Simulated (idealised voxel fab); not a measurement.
Presented below is a process module, voxel local oxidation.
Cross-sectional view cut (width: 255 nm; square cell size: 5 nm).
Throughout this document, each cross-section is represented as a grid of square cells and is presented as a sequence of bands enumerated from the top downward, where a band comprises one or more rows of cells. Top height, bottom height, nm. Materials left to right, width each, nm. Single material + "full width" = fills band edge to edge. "air" = empty. The reference from which all heights are counted is 0, the level beneath which the as-received wafer is entirely one material; the lowest band, having no lower bound, proceeds downward and is written after the example "0 down". With a width like "30->40", each row of cells in the band differs from the next by the same amount, the top row carrying the first number and the bottom row the second. Where a step carries "identical to before", the cross-section came out of it unchanged, cell for cell. Under "Fully closed voids" you'll find the enclosed gaps, the ones with no way out to the top, that are 8 cells or bigger; each reads width x height at distance, with distance counted from the left edge, everything in nm. Where a step's line continues beyond its settings, the continuation is a remark by the simulator itself on that step. What "overlay nm" on a step's line means: if the step has a mask, that mask lay this far to the right of its planned place, or, when the value is negative, to the left.
Planned process steps
1: RECEIVE, material Si
2: CONFORMAL_DEP, material SiO2, thk nm 5
3: CONFORMAL_DEP, material SiN, thk nm 15
4: DIRECTIONAL_DEP, material aC, thk nm 15
5: PATTERN, tone cover, mask id ACTIVE, material resist, width nm 130, thk nm 35, overlay nm 0
6: DIRECTIONAL_ETCH, etch materials aC, depth nm 15
7: STRIP, etch materials resist
8: DIRECTIONAL_ETCH, etch materials SiN, depth nm 15
9: STRIP, etch materials aC
10: SELECTIVE_ETCH, etch materials SiO2, depth nm 5
11: OXIDIZE, depth nm 15
12: STRIP, etch materials SiN
Cross-section of the wafer as it came to us, i.e., already through step 1
> 0 down  Si full width
> Fully closed voids: none
The cross-section shown corresponds to the wafer at the conclusion of the module. The initial structure and the process plan are those presented above; however, one mistake occurred in executing the plan
> 0 to -15  75 of SiO2; 100 of Si; 80 of SiO2
> -15 down  Si full width
> Fully closed voids: none
So what did we get wrong on this run? with respect to the plan, step 2 was omitted and not executed
